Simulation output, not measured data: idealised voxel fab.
process module | voxel lift off
cross-section cut | 215 nm wide | cells 5 nm
A cross-section is a grid of square cells, given in bands from the top down. A band is one or more rows of cells.
Each band's line starts with the height of the band's top and of its bottom, in nm. Then come its materials from left to right, each with its width in nm. One material with "throughout" fills the band from edge to edge. "air" is empty space.
Height 0 is the level under which the wafer as received is all one material. The lowest band goes on downwards, as in "0 down".
A width such as "30 to 40" changes by the same amount from each row of cells to the next, from the band's top row to its bottom row.
"no change" after a step means that no cell of the cross-section changed.
closed voids: empty space of 8 cells or more with no open way to the top, each as width x height at its distance from the left edge, in nm
after a step's settings: what the simulator itself notes on the step
overlay nm, on a step with a mask: how far to the right of its planned place the mask lay; to the left if negative
plan
1 op RECEIVE | material Si
2 op CONFORMAL_DEP | material Al2O3 | thk nm 5
3 op PATTERN | tone open | mask id LINES | material resist | width nm 15 | pitch nm 45 | thk nm 20 | overlay nm 0
4 op DIRECTIONAL_DEP | material Ru | thk nm 10
5 op STRIP | etch materials resist
6 op CONFORMAL_DEP | material SiCN | thk nm 10
as received, after step 1
  0 down: Si throughout
  closed voids: none
first wafer at the end, as planned
  25 to 15: air 45 | SiCN 35 | air 10 | SiCN 35 | air 10 | SiCN 35 | air 45
  15 to 5: SiCN 55 | Ru 15 | SiCN 30 | Ru 15 | SiCN 30 | Ru 15 | SiCN 55
  5 to 0: Al2O3 throughout
  0 down: Si throughout
  closed voids: none
second wafer at the end: like start, like plan, one mistake
  25 to 15: air 40 | SiCN 135 | air 40
  15 to 5: SiCN 50 | Ru 25 | SiCN 20 | Ru 25 | SiCN 20 | Ru 25 | SiCN 50
  5 to 0: Al2O3 throughout
  0 down: Si throughout
  closed voids: none
what went wrong: step 3 ran as: op PATTERN | tone open | mask id LINES | material resist | width nm 25 | pitch nm 45 | thk nm 20 | overlay nm 0
at the end the second wafer has, in cells: 12 more of Ru
